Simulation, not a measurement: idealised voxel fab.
Name of the process module below: voxel self aligned vias
Section shown: cut. Width: 285 nm. Cell size: 5 nm, square.
Format of a cross-section: grid, square cells. Given as bands. Order: top down. Band: one or more rows of cells. The entry gives the band's vertical extent as a top height and a bottom height in nm, then its horizontal make-up as materials from left to right, each with a width in nm. "air" stands for empty space; a single material marked "edge to edge" fills the band edge to edge. Ref level 0: as-received wafer is one material below here. Bottom band extends down with no lower bound ("0..down"). So if you see something like "30->40" for the width, read it as the top row of the band sitting at the first number and the bottom row at the second, with every row in between moving by the same amount as the last. "nothing changed" for a step: no cell of the cross-section changed in that step. "Enclosed empty spaces": sealed empty spaces, 8 cells or more, no open way to top, listed width x height at distance, with distance from the left edge and width, height and distance in nm. On each step's line, the part that comes after the settings is the simulator's own comment on the step. For masked steps, "overlay nm" on the step line gives how far right of plan the mask actually lay; a minus sign means it lay to the left.
Set out below are the planned steps of the process
1,RECEIVE, material Si
2,CONFORMAL_DEP, material SiO2, thk nm 15
3,CONFORMAL_DEP, material SiCN, thk nm 5
4,DIRECTIONAL_DEP, material lowk, thk nm 30
5,DIRECTIONAL_DEP, material aC, thk nm 10
6,PATTERN, tone open, mask id LINES, material resist, width nm 30, pitch nm 55, thk nm 25, overlay nm 0
7,DIRECTIONAL_ETCH, etch materials aC, depth nm 10
8,STRIP, etch materials resist
9,DIRECTIONAL_ETCH, etch materials lowk, depth nm 30
10,STRIP, etch materials aC
11,CONFORMAL_DEP, material TiN, thk nm 5
12,FILL_DEP, material W, thk nm 10
13,CMP, height nm 50
14,SELECTIVE_ETCH, etch materials W Ru TiN, depth nm 5
15,FILL_DEP, material SiN, thk nm 5
16,CMP, height nm 50
17,DIRECTIONAL_DEP, material lowk, thk nm 20
18,PATTERN, tone open, mask id VIAS, material resist, width nm 40, thk nm 20, overlay nm 0
19,DIRECTIONAL_ETCH, etch materials lowk, depth nm 20
20,DIRECTIONAL_ETCH, etch materials SiN, depth nm 5
21,STRIP, etch materials resist
22,CONFORMAL_DEP, material TiN, thk nm 5
23,FILL_DEP, material W, thk nm 10
24,CMP, height nm 70
25,CONFORMAL_DEP, material SiN, thk nm 5
Cross-section of the wafer upon arrival, representing the state reached after step 1
- 0..down = Si edge to edge
- Enclosed empty spaces: none
Module complete, cross-section. Starting point and plan per above. One mistake made in running the module
- 75..70 = SiN edge to edge
- 70..55 = 95 lowk | 5 TiN | 30 W | 5 TiN | 150 lowk
- 55..50 = 95 lowk | 40 TiN | 150 lowk
- 50..45 = 100 lowk | 5 TiN | 20 W | 5 TiN | 25 lowk | 5 SiN | 20 W | 5 SiN | 100 lowk
- 45..25 = 100 lowk | 5 TiN | 20 W | 5 TiN | 25 lowk | 5 TiN | 20 W | 5 TiN | 100 lowk
- 25..20 = 100 lowk | 30 TiN | 25 lowk | 30 TiN | 100 lowk
- 20..15 = SiCN edge to edge
- 15..0 = SiO2 edge to edge
- 0..down = Si edge to edge
- Enclosed empty spaces: none
Processing error: step 14 ran as: SELECTIVE_ETCH, etch materials TiN, depth nm 5
